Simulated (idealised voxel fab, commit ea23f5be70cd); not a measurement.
process module | voxel wiring stack
cross-section cut | 275 nm wide | cells 5 nm
A cross-section is a grid of square cells, given in bands from the top down. A band is one or more rows of cells.
Each band's line starts with the height of the band's top and of its bottom, in nm. Then come its materials from left to right, each with its width in nm. One material with "throughout" fills the band from edge to edge. "air" is empty space.
Height 0 is the level under which the wafer as received is all one material. The lowest band goes on downwards, as in "0 down".
A width such as "30 to 40" changes by the same amount from each row of cells to the next, from the band's top row to its bottom row.
"no change" after a step means that no cell of the cross-section changed.
closed voids: empty space of 8 cells or more with no open way to the top, each as width x height at its distance from the left edge, in nm
after a step's settings: what the simulator itself notes on the step
overlay nm, on a step with a mask: how far to the right of its planned place the mask lay; to the left if negative
plan
1 op RECEIVE | material Si
2 op CONFORMAL_DEP | material SiO2 | thk nm 15
3 op DIRECTIONAL_DEP | material TiN | thk nm 5
4 op DIRECTIONAL_DEP | material W | thk nm 25
5 op DIRECTIONAL_DEP | material aC | thk nm 10
6 op PATTERN | tone cover | mask id METAL_1 | material resist | width nm 25 | pitch nm 55 | thk nm 30 | overlay nm 0
7 op DIRECTIONAL_ETCH | etch materials aC | depth nm 10
8 op STRIP | etch materials resist
9 op DIRECTIONAL_ETCH | etch materials W | depth nm 25
10 op DIRECTIONAL_ETCH | etch materials TiN | depth nm 5
11 op STRIP | etch materials aC
12 op FILL_DEP | material SiO2 | thk nm 5
13 op CMP | height nm 45
14 op CONFORMAL_DEP | material SiCN | thk nm 5
15 op DIRECTIONAL_DEP | material SiO2 | thk nm 15
16 op DIRECTIONAL_DEP | material aC | thk nm 15
17 op PATTERN | tone open | mask id PLUG_1 | material resist | width nm 15 | pitch nm 110 | thk nm 35 | overlay nm 0
18 op DIRECTIONAL_ETCH | etch materials aC | depth nm 15
19 op STRIP | etch materials resist
20 op DIRECTIONAL_ETCH | etch materials SiO2 | depth nm 15
21 op DIRECTIONAL_ETCH | etch materials SiCN | depth nm 5
22 op STRIP | etch materials aC
23 op CONFORMAL_DEP | material TiN | thk nm 5
24 op FILL_DEP | material Cu | thk nm 10
25 op CMP | height nm 65
26 op DIRECTIONAL_DEP | material TiN | thk nm 5
27 op DIRECTIONAL_DEP | material W | thk nm 15
28 op PATTERN | tone cover | mask id METAL_2 | material resist | width nm 25 | pitch nm 55 | thk nm 20 | overlay nm 0
29 op DIRECTIONAL_ETCH | etch materials W | depth nm 15
30 op DIRECTIONAL_ETCH | etch materials TiN | depth nm 5
31 op STRIP | etch materials resist
32 op CONFORMAL_DEP | material SiCN | thk nm 5
33 op FILL_DEP | material SiO2 | thk nm 10
34 op CMP | height nm 85
35 op CONFORMAL_DEP | material SiCN | thk nm 5
36 op DIRECTIONAL_DEP | material SiO2 | thk nm 25
37 op PATTERN | tone open | mask id METAL_3 | material resist | width nm 25 | pitch nm 55 | thk nm 20 | overlay nm 0
38 op DIRECTIONAL_ETCH | etch materials SiO2 | depth nm 15
39 op STRIP | etch materials resist
40 op PATTERN | tone open | mask id METAL_3_HOLES | material resist | width nm 15 | pitch nm 55 | thk nm 20 | overlay nm 0
41 op DIRECTIONAL_ETCH | etch materials SiO2 | depth nm 10
42 op DIRECTIONAL_ETCH | etch materials SiCN | depth nm 5
43 op STRIP | etch materials resist
44 op CONFORMAL_DEP | material TiN | thk nm 5
45 op FILL_DEP | material Ru | thk nm 5
46 op CMP | height nm 115
47 op CONFORMAL_DEP | material SiCN | thk nm 5
48 op DIRECTIONAL_DEP | material lowk | thk nm 30
49 op DIRECTIONAL_DEP | material aC | thk nm 15
50 op PATTERN | tone open | mask id METAL_4 | material resist | width nm 25 | pitch nm 55 | thk nm 35 | overlay nm 0
51 op DIRECTIONAL_ETCH | etch materials aC | depth nm 15
52 op STRIP | etch materials resist
53 op DIRECTIONAL_ETCH | etch materials lowk | depth nm 15
54 op STRIP | etch materials aC
55 op DIRECTIONAL_DEP | material aC | thk nm 10
56 op PATTERN | tone open | mask id METAL_4_HOLES | material resist | width nm 15 | pitch nm 55 | thk nm 25 | overlay nm 0
57 op DIRECTIONAL_ETCH | etch materials aC | depth nm 10
58 op STRIP | etch materials resist
59 op DIRECTIONAL_ETCH | etch materials lowk | depth nm 15
60 op DIRECTIONAL_ETCH | etch materials SiCN | depth nm 5
61 op STRIP | etch materials aC
62 op CONFORMAL_DEP | material TiN | thk nm 5
63 op FILL_DEP | material Cu | thk nm 10
64 op CMP | height nm 150
65 op CONFORMAL_DEP | material SiN | thk nm 5
as received, after step 1
  0 down: Si throughout
  closed voids: none
a wafer at the end: this start, this plan, one mistake
  155 to 150: SiN throughout
  150 to 140: lowk 40 | TiN 5 | Cu 15 | TiN 5 | lowk 30 | TiN 5 | Cu 15 | TiN 5 | lowk 30 | TiN 5 | Cu 15 | TiN 5 | lowk 30 | TiN 5 | Cu 15 | TiN 5 | lowk 45
  140 to 135: lowk 40 | TiN 5 | Cu 5 | TiN 15 | lowk 30 | TiN 5 | Cu 5 | TiN 15 | lowk 30 | TiN 5 | Cu 5 | TiN 15 | lowk 30 | TiN 5 | Cu 5 | TiN 15 | lowk 45
  135 to 120: lowk 40 | TiN 5 | Cu 5 | TiN 5 | lowk 40 | TiN 5 | Cu 5 | TiN 5 | lowk 40 | TiN 5 | Cu 5 | TiN 5 | lowk 40 | TiN 5 | Cu 5 | TiN 5 | lowk 55
  120 to 115: SiCN 40 | TiN 15 | SiCN 40 | TiN 15 | SiCN 40 | TiN 15 | SiCN 40 | TiN 15 | SiCN 55
  115 to 105: SiO2 40 | TiN 5 | Ru 15 | TiN 5 | SiO2 30 | TiN 5 | Ru 15 | TiN 5 | SiO2 30 | TiN 5 | Ru 15 | TiN 5 | SiO2 30 | TiN 5 | Ru 15 | TiN 5 | SiO2 45
  105 to 100: SiO2 40 | TiN 5 | Ru 5 | TiN 15 | SiO2 30 | TiN 5 | Ru 5 | TiN 15 | SiO2 30 | TiN 5 | Ru 5 | TiN 15 | SiO2 30 | TiN 5 | Ru 5 | TiN 15 | SiO2 45
  100 to 90: SiO2 40 | TiN 5 | Ru 5 | TiN 5 | SiO2 40 | TiN 5 | Ru 5 | TiN 5 | SiO2 40 | TiN 5 | Ru 5 | TiN 5 | SiO2 40 | TiN 5 | Ru 5 | TiN 5 | SiO2 55
  90 to 85: SiCN 40 | TiN 15 | SiCN 40 | TiN 15 | SiCN 40 | TiN 15 | SiCN 40 | TiN 15 | SiCN 55
  85 to 70: SiO2 35 | SiCN 5 | W 25 | SiCN 5 | SiO2 20 | SiCN 5 | W 25 | SiCN 5 | SiO2 20 | SiCN 5 | W 25 | SiCN 5 | SiO2 20 | SiCN 5 | W 25 | SiCN 5 | SiO2 40
  70 to 65: SiCN 40 | TiN 25 | SiCN 30 | TiN 25 | SiCN 30 | TiN 25 | SiCN 30 | TiN 25 | SiCN 45
  65 to 50: SiO2 40 | TiN 5 | Cu 5 | TiN 5 | SiO2 95 | TiN 5 | Cu 5 | TiN 5 | SiO2 110
  50 to 45: SiCN 40 | TiN 15 | SiCN 95 | TiN 15 | SiCN 110
  45 to 20: SiO2 40 | W 30 | SiO2 25 | W 30 | SiO2 25 | W 30 | SiO2 25 | W 30 | SiO2 40
  20 to 15: SiO2 40 | TiN 30 | SiO2 25 | TiN 30 | SiO2 25 | TiN 30 | SiO2 25 | TiN 30 | SiO2 40
  15 to 0: SiO2 throughout
  0 down: Si throughout
  closed voids: none
what went wrong: step 6 ran as: op PATTERN | tone cover | mask id METAL_1 | material resist | width nm 30 | pitch nm 55 | thk nm 30 | overlay nm 0
